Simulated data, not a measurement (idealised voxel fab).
Process module heading - voxel double patterning
It is cross-section cut that appears here, measuring 215 nm in width, its square cells being 5 nm in size.
Reading order for cross-sections: top band down to bottom band. Underlying form: a grid of square cells. Band size: one or more rows of cells. Read a band's entry like this: the first values are the height of its top and the height of its bottom in nm, and what follows is the sequence of materials from left to right, each with its width in nm. Note that "air" is empty space, and that a single material marked "throughout" reaches across the band from edge to edge. Heights from 0 (as-received wafer is one material below). Bottom band endless downward, as "0..down". Note: "30 to 40" means the width goes from the first number (top row of the band) to the second number (bottom row) in equal steps per row of cells. Step note "stayed the same" = no cross-section cell changed. Look at "Fully sealed cavities" for the closed voids: empty spaces with no open path to the top, sized 8 cells or up. Each is width x height at distance, distance from the left edge, all nm. Read whatever lies past the settings on a step's line as the simulator's own remark about the step. When a step includes a mask, the "overlay nm" setting on its line states how far to the right of its planned place that mask lay, and negative values state how far to the left.
## Planned process steps
1) RECEIVE,material Si
2) CONFORMAL_DEP,material SiO2,thk nm 10
3) DIRECTIONAL_DEP,material polySi,thk nm 10
4) DIRECTIONAL_DEP,material SiCN,thk nm 10
5) PATTERN,tone open,mask id FIRST,material resist,width nm 15,pitch nm 50,thk nm 15,overlay nm 0
6) DIRECTIONAL_ETCH,etch materials SiCN,depth nm 10
7) STRIP,etch materials resist
8) DIRECTIONAL_DEP,material aC,thk nm 10
9) PATTERN,tone open,mask id SECOND,material resist,width nm 15,pitch nm 50,thk nm 30,overlay nm 0
10) DIRECTIONAL_ETCH,etch materials aC,depth nm 10
11) STRIP,etch materials resist
12) DIRECTIONAL_ETCH,etch materials SiCN,depth nm 10
13) STRIP,etch materials aC
14) DIRECTIONAL_ETCH,etch materials polySi,depth nm 10
15) STRIP,etch materials SiCN
## The first of the two wafers, which ran as planned
## Cross-section of the incoming wafer, state after step 1
    0..down  Si throughout
    Fully sealed cavities: none
## Cross-section of the wafer subsequent to step 2
    10..0  SiO2 throughout
    Anything lower than 0 is untouched.
## Cross-section of the wafer subsequent to step 3
    20..10  polySi throughout
    Anything lower than 10 is untouched.
## Cross-section of the wafer subsequent to step 4
    30..20  SiCN throughout
    Anything lower than 20 is untouched.
## Cross-section of the wafer subsequent to step 5
    45..30  resist: 50  air: 15  resist: 35  air: 15  resist: 35  air: 15  resist: 50
    Anything lower than 30 is untouched.
## Cross-section of the wafer subsequent to step 6
    45..30  resist: 50  air: 15  resist: 35  air: 15  resist: 35  air: 15  resist: 50
    30..20  SiCN: 50  air: 15  SiCN: 35  air: 15  SiCN: 35  air: 15  SiCN: 50
    Anything lower than 20 is untouched.
## Cross-section of the wafer subsequent to step 7
    30..20  SiCN: 50  air: 15  SiCN: 35  air: 15  SiCN: 35  air: 15  SiCN: 50
    Anything lower than 20 is untouched.
## Cross-section of the wafer subsequent to step 8
    40..30  aC: 50  air: 15  aC: 35  air: 15  aC: 35  air: 15  aC: 50
    30..20  SiCN: 50  aC: 15  SiCN: 35  aC: 15  SiCN: 35  aC: 15  SiCN: 50
    Anything lower than 20 is untouched.
## Cross-section of the wafer subsequent to step 9
    70..40  resist: 75  air: 15  resist: 35  air: 15  resist: 75
    40..30  aC: 50  resist: 15  aC: 35  resist: 15  aC: 35  resist: 15  aC: 50
    Anything lower than 30 is untouched.
## Cross-section of the wafer subsequent to step 10
    60..40  resist: 75  air: 15  resist: 35  air: 15  resist: 75
    40..30  aC: 50  resist: 15  aC: 10  air: 15  aC: 10  resist: 15  aC: 10  air: 15  aC: 10  resist: 15  aC: 50
    Anything lower than 30 is untouched.
## Cross-section of the wafer subsequent to step 11
    40..30  aC: 50  air: 15  aC: 10  air: 15  aC: 10  air: 15  aC: 10  air: 15  aC: 10  air: 15  aC: 50
    Anything lower than 30 is untouched.
## Cross-section of the wafer subsequent to step 12
    40..30  aC: 50  air: 15  aC: 10  air: 15  aC: 10  air: 15  aC: 10  air: 15  aC: 10  air: 15  aC: 50
    30..20  SiCN: 50  aC: 15  SiCN: 10  air: 15  SiCN: 10  aC: 15  SiCN: 10  air: 15  SiCN: 10  aC: 15  SiCN: 50
    Anything lower than 20 is untouched.
## Cross-section of the wafer subsequent to step 13
    30..20  SiCN: 50  air: 15  SiCN: 10  air: 15  SiCN: 10  air: 15  SiCN: 10  air: 15  SiCN: 10  air: 15  SiCN: 50
    Anything lower than 20 is untouched.
## Cross-section of the wafer subsequent to step 14
    30..20  SiCN: 50  air: 15  SiCN: 10  air: 15  SiCN: 10  air: 15  SiCN: 10  air: 15  SiCN: 10  air: 15  SiCN: 50
    20..10  polySi: 50  air: 15  polySi: 10  air: 15  polySi: 10  air: 15  polySi: 10  air: 15  polySi: 10  air: 15  polySi: 50
    Anything lower than 10 is untouched.
## Cross-section of the wafer subsequent to step 15
    20..10  polySi: 50  air: 15  polySi: 10  air: 15  polySi: 10  air: 15  polySi: 10  air: 15  polySi: 10  air: 15  polySi: 50
    Anything lower than 10 is untouched.
## The second wafer: identical to the first at the outset and in its planned sequence, differing only in that one mistake was made during processing; up to and including step 8, its path is the first wafer's path
## Cross-sectional view of the second wafer at the intended end time of process step 9
    70..40  air: 75  resist: 15  air: 35  resist: 15  air: 75
    Anything lower than 40 is untouched.
## Cross-sectional view of the second wafer at the intended end time of process step 10
    60..40  air: 75  resist: 15  air: 35  resist: 15  air: 75
    40..30  air: 75  aC: 15  air: 35  aC: 15  air: 75
    30..20  SiCN: 50  air: 15  SiCN: 35  air: 15  SiCN: 35  air: 15  SiCN: 50
    Anything lower than 20 is untouched.
## Cross-sectional view of the second wafer at the intended end time of process step 11
    40..30  air: 75  aC: 15  air: 35  aC: 15  air: 75
    Anything lower than 30 is untouched.
## Cross-sectional view of the second wafer at the intended end time of process step 12
    40..30  air: 75  aC: 15  air: 35  aC: 15  air: 75
    30..20  air: 75  SiCN: 15  air: 35  SiCN: 15  air: 75
    Anything lower than 20 is untouched.
## Cross-sectional view of the second wafer at the intended end time of process step 13
    30..20  air: 75  SiCN: 15  air: 35  SiCN: 15  air: 75
    Anything lower than 20 is untouched.
## Cross-sectional view of the second wafer at the intended end time of process step 14
    30..20  air: 75  SiCN: 15  air: 35  SiCN: 15  air: 75
    20..10  air: 75  polySi: 15  air: 35  polySi: 15  air: 75
    Anything lower than 10 is untouched.
## Cross-sectional view of the second wafer at the intended end time of process step 15
    20..10  air: 75  polySi: 15  air: 35  polySi: 15  air: 75
    Anything lower than 10 is untouched.
It is concluded that the wafer was processed incorrectly with respect to the plan, in that it should be noted that step 9 was executed with settings other than those planned, the operation and settings actually applied being PATTERN,tone cover,mask id SECOND,material resist,width nm 15,pitch nm 50,thk nm 30,overlay nm 0
Wafer comparison, final, in cells, second relative to first, materials more or fewer: polySi: 44 fewer
